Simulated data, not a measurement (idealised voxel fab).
process module | voxel wiring stack
cross-section cut | 145 nm wide | cells 5 nm
A cross-section is a grid of square cells, given in bands from the top down. A band is one or more rows of cells.
Each band's line starts with the height of the band's top and of its bottom, in nm. Then come its materials from left to right, each with its width in nm. One material with "throughout" fills the band from edge to edge. "air" is empty space.
Height 0 is the level under which the wafer as received is all one material. The lowest band goes on downwards, as in "0 down".
A width such as "30 to 40" changes by the same amount from each row of cells to the next, from the band's top row to its bottom row.
"no change" after a step means that no cell of the cross-section changed.
closed voids: empty space of 8 cells or more with no open way to the top, each as width x height at its distance from the left edge, in nm
after a step's settings: what the simulator itself notes on the step
overlay nm, on a step with a mask: how far to the right of its planned place the mask lay; to the left if negative
plan
1 op RECEIVE | material Si
2 op CONFORMAL_DEP | material SiO2 | thk nm 15
3 op DIRECTIONAL_DEP | material TiN | thk nm 5
4 op DIRECTIONAL_DEP | material W | thk nm 15
5 op MASKED_ETCH | tone cover | mask id METAL_1 | width nm 20 | pitch nm 45 | etch materials W | depth nm 15 | overlay nm 0
6 op MASKED_ETCH | tone cover | mask id METAL_1 | width nm 20 | pitch nm 45 | etch materials TiN | depth nm 5 | overlay nm 0
7 op FILL_DEP | material lowk | thk nm 5
8 op CMP | height nm 35
9 op CONFORMAL_DEP | material SiCN | thk nm 5
10 op DIRECTIONAL_DEP | material lowk | thk nm 15
11 op DIRECTIONAL_DEP | material aC | thk nm 15
12 op PATTERN | tone open | mask id PLUG_1 | material resist | width nm 15 | thk nm 30 | overlay nm 0
13 op DIRECTIONAL_ETCH | etch materials aC | depth nm 15
14 op STRIP | etch materials resist
15 op DIRECTIONAL_ETCH | etch materials lowk | depth nm 15
16 op DIRECTIONAL_ETCH | etch materials SiCN | depth nm 5
17 op STRIP | etch materials aC
18 op CONFORMAL_DEP | material TiN | thk nm 5
19 op FILL_DEP | material Ru | thk nm 5
20 op CMP | height nm 55
21 op CONFORMAL_DEP | material SiN | thk nm 5
22 op DIRECTIONAL_DEP | material SiO2 | thk nm 15
23 op PATTERN | tone open | mask id METAL_2 | material resist | width nm 20 | pitch nm 45 | thk nm 20 | overlay nm 0
24 op DIRECTIONAL_ETCH | etch materials SiO2 | depth nm 15
25 op DIRECTIONAL_ETCH | etch materials SiN | depth nm 5
26 op STRIP | etch materials resist
27 op CONFORMAL_DEP | material TiN | thk nm 5
28 op FILL_DEP | material Ru | thk nm 10
29 op CMP | height nm 75
30 op CONFORMAL_DEP | material SiN | thk nm 5
as received, after step 1
  0 down: Si throughout
  closed voids: none
first wafer at the end, as planned
  80 to 75: SiN throughout
  75 to 60: SiO2 40 | TiN 5 | Ru 10 | TiN 5 | SiO2 25 | TiN 5 | Ru 10 | TiN 5 | SiO2 40
  60 to 55: SiN 40 | TiN 20 | SiN 25 | TiN 20 | SiN 40
  55 to 40: lowk 40 | TiN 5 | Ru 5 | TiN 5 | lowk 90
  40 to 35: SiCN 40 | TiN 15 | SiCN 90
  35 to 20: lowk 40 | W 20 | lowk 25 | W 20 | lowk 40
  20 to 15: lowk 40 | TiN 20 | lowk 25 | TiN 20 | lowk 40
  15 to 0: SiO2 throughout
  0 down: Si throughout
  closed voids: none
second wafer at the end: like start, like plan, one mistake
  80 to 75: SiN throughout
  75 to 60: SiO2 40 | TiN 5 | Ru 10 | TiN 5 | SiO2 25 | TiN 5 | Ru 10 | TiN 5 | SiO2 40
  60 to 55: SiN 40 | TiN 20 | SiN 25 | TiN 20 | SiN 40
  55 to 40: lowk 40 | TiN 5 | Ru 5 | TiN 5 | lowk 90
  40 to 35: SiCN 40 | TiN 15 | SiCN 90
  35 to 30: lowk throughout
  30 to 15: lowk 40 | W 20 | lowk 25 | W 20 | lowk 40
  15 to 0: SiO2 throughout
  0 down: Si throughout
  closed voids: none
what went wrong: step 3 was left out
at the end the second wafer has, in cells: 8 fewer of TiN | 8 more of lowk
